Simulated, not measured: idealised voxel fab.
process module | voxel quadruple lines
cross-section cut | 185 nm wide | cells 5 nm
A cross-section is a grid of square cells, given in bands from the top down. A band is one or more rows of cells.
Each band's line starts with the height of the band's top and of its bottom, in nm. Then come its materials from left to right, each with its width in nm. One material with "throughout" fills the band from edge to edge. "air" is empty space.
Height 0 is the level under which the wafer as received is all one material. The lowest band goes on downwards, as in "0 down".
A width such as "30 to 40" changes by the same amount from each row of cells to the next, from the band's top row to its bottom row.
"no change" after a step means that no cell of the cross-section changed.
closed voids: empty space of 8 cells or more with no open way to the top, each as width x height at its distance from the left edge, in nm
after a step's settings: what the simulator itself notes on the step
overlay nm, on a step with a mask: how far to the right of its planned place the mask lay; to the left if negative
plan
1 op RECEIVE | material Si
2 op CONFORMAL_DEP | material SiO2 | thk nm 10
3 op DIRECTIONAL_DEP | material W | thk nm 10
4 op DIRECTIONAL_DEP | material polySi | thk nm 20
5 op DIRECTIONAL_DEP | material aC | thk nm 20
6 op PATTERN | tone cover | mask id MANDREL | material resist | width nm 35 | thk nm 30 | overlay nm 0
7 op DIRECTIONAL_ETCH | etch materials aC | depth nm 20
8 op STRIP | etch materials resist
9 op CONFORMAL_DEP | material SiO2 | thk nm 15
10 op DIRECTIONAL_ETCH | etch materials SiO2 | depth nm 15
11 op STRIP | etch materials aC
12 op DIRECTIONAL_ETCH | etch materials polySi | depth nm 20
13 op STRIP | etch materials SiO2
14 op CONFORMAL_DEP | material SiCN | thk nm 10
15 op DIRECTIONAL_ETCH | etch materials SiCN | depth nm 10
16 op STRIP | etch materials polySi
17 op DIRECTIONAL_ETCH | etch materials W | depth nm 10
18 op STRIP | etch materials SiCN
19 op FILL_DEP | material SiO2 | thk nm 10
20 op CMP | height nm 20
as received, after step 1
  0 down: Si throughout
  closed voids: none
first wafer at the end, as planned
  20 to 10: SiO2 50 | W 10 | SiO2 15 | W 10 | SiO2 15 | W 10 | SiO2 15 | W 10 | SiO2 50
  10 to 0: SiO2 throughout
  0 down: Si throughout
  closed voids: none
second wafer at the end: like start, like plan, one mistake
  20 to 10: SiO2 60 | W 10 | SiO2 5 | W 10 | SiO2 15 | W 10 | SiO2 5 | W 10 | SiO2 60
  10 to 0: SiO2 throughout
  0 down: Si throughout
  closed voids: none
what went wrong: step 9 ran as: op CONFORMAL_DEP | material SiO2 | thk nm 5
at the end the second wafer has, in cells: as many of each material as the first, in other places
